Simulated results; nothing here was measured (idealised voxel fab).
process module | voxel plated lines
cross-section cut | 255 nm wide | cells 5 nm
A cross-section is a grid of square cells, given in bands from the top down. A band is one or more rows of cells.
Each band's line starts with the height of the band's top and of its bottom, in nm. Then come its materials from left to right, each with its width in nm. One material with "throughout" fills the band from edge to edge. "air" is empty space.
Height 0 is the level under which the wafer as received is all one material. The lowest band goes on downwards, as in "0 down".
A width such as "30 to 40" changes by the same amount from each row of cells to the next, from the band's top row to its bottom row.
"no change" after a step means that no cell of the cross-section changed.
closed voids: empty space of 8 cells or more with no open way to the top, each as width x height at its distance from the left edge, in nm
after a step's settings: what the simulator itself notes on the step
overlay nm, on a step with a mask: how far to the right of its planned place the mask lay; to the left if negative
plan
1 op RECEIVE | material Si
2 op CONFORMAL_DEP | material Al2O3 | thk nm 15
3 op DIRECTIONAL_DEP | material TiN | thk nm 5
4 op PATTERN | tone open | mask id LINES | material resist | width nm 15 | pitch nm 40 | thk nm 30 | overlay nm 0
5 op EPI | material Ru | thk nm 10
6 op EPI | material Ru | thk nm 5
7 op STRIP | etch materials resist
8 op DIRECTIONAL_ETCH | etch materials TiN | depth nm 5
9 op CONFORMAL_DEP | material SiO2 | thk nm 5
as received, after step 1
  0 down: Si throughout
  closed voids: none
a wafer at the end: this start, this plan, one mistake
  55 to 50: air 95 | SiO2 25 | air 15 | SiO2 25 | air 95
  50 to 35: air 95 | SiO2 5 | Ru 15 | SiO2 5 | air 15 | SiO2 5 | Ru 15 | SiO2 5 | air 95
  35 to 30: SiO2 100 | TiN 15 | SiO2 25 | TiN 15 | SiO2 100
  30 to 0: Al2O3 throughout
  0 down: Si throughout
  closed voids: none
what went wrong: step 2 was run twice
